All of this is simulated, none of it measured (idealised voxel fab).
This is a process module. Its name is voxel air gaps.
The figure presents cross-section cut, which has a width of 205 nm and is divided into square cells with an edge length of 5 nm.
We lay out every cross-section as a grid of square cells and spell it out in bands from the top down, where one band means one or more rows of cells.
It is stipulated that each band's entry specify, in nanometres, the height of the top of the band and then that of its bottom, followed by the materials of the band in left-to-right sequence, each together with its width in nanometres. A single material marked by the word "all across" is understood to fill the band from edge to edge; the word "air" is understood to denote empty space.
Heights from 0 (as-received wafer is one material below). Bottom band endless downward, as "top 0, no bottom".
Think of "30 to 40" as a width that walks from the first number to the second as you go down the band, top row to bottom row, taking equal-sized steps from row to row.
"no modification" (step): cross-section cells unchanged, all of them.
Basically, "Closed void table" tells you about the enclosed voids: empty spaces with no open way to the top, 8 cells or bigger, each written width x height at distance, where distance is from the left edge, all in nm.
Text after the settings on a step's line: the simulator's own remark on that step.
overlay nm: right-of-plan distance of the mask on a masked step; negative values mean left-of-plan.

**Process steps foreseen in the plan**
step 1: RECEIVE (material Si)
step 2: CONFORMAL_DEP (material SiO2; thk nm 15)
step 3: CONFORMAL_DEP (material SiN; thk nm 5)
step 4: DIRECTIONAL_DEP (material lowk; thk nm 40)
step 5: DIRECTIONAL_DEP (material aC; thk nm 15)
step 6: PATTERN (tone open; mask id LINES; material resist; width nm 25; pitch nm 50; thk nm 30; overlay nm -15)
step 7: DIRECTIONAL_ETCH (etch materials aC; depth nm 15)
step 8: STRIP (etch materials resist)
step 9: DIRECTIONAL_ETCH (etch materials lowk; depth nm 40)
step 10: STRIP (etch materials aC)
step 11: CONFORMAL_DEP (material TiN; thk nm 5)
step 12: FILL_DEP (material W; thk nm 10)
step 13: CMP (height nm 60)
step 14: EPI (material Ru; thk nm 10)
step 15: SELECTIVE_ETCH (etch materials lowk; depth nm 50)
step 16: CONFORMAL_DEP (material SiCN; thk nm 5)
Across this set of wafers, the varied parameter is the overlay nm of step 6. Starting conditions are identical for every wafer, and the plan reports the value assigned to the first wafer.

**Received condition of the first of several wafers, sectioned: post-step 1**
- top 0, no bottom | Si all across
- Closed void table: none

**Take any row and you have a wafer at the end of the module: how many cells of each material it has gained (+) or lost (-) since it was received, and then its closed voids**
overlay nm -15; +54 Ru; +117 SiCN; +41 SiN; +123 SiO2; +57 TiN; +63 W; Closed void table: 15 x 30 at 55; 15 x 30 at 105
overlay nm -10; +54 Ru; +117 SiCN; +41 SiN; +123 SiO2; +57 TiN; +63 W; Closed void table: 15 x 30 at 60; 15 x 30 at 110
overlay nm -5; +54 Ru; +117 SiCN; +41 SiN; +123 SiO2; +57 TiN; +63 W; Closed void table: 15 x 30 at 65; 15 x 30 at 115
overlay nm 0; +54 Ru; +117 SiCN; +41 SiN; +123 SiO2; +57 TiN; +63 W; Closed void table: 15 x 30 at 70; 15 x 30 at 120
overlay nm 5; +54 Ru; +117 SiCN; +41 SiN; +123 SiO2; +57 TiN; +63 W; Closed void table: 15 x 30 at 75; 15 x 30 at 125
overlay nm 10; +54 Ru; +117 SiCN; +41 SiN; +123 SiO2; +57 TiN; +63 W; Closed void table: 15 x 30 at 80; 15 x 30 at 130
overlay nm 15; +54 Ru; +117 SiCN; +41 SiN; +123 SiO2; +57 TiN; +63 W; Closed void table: 15 x 30 at 85; 15 x 30 at 135
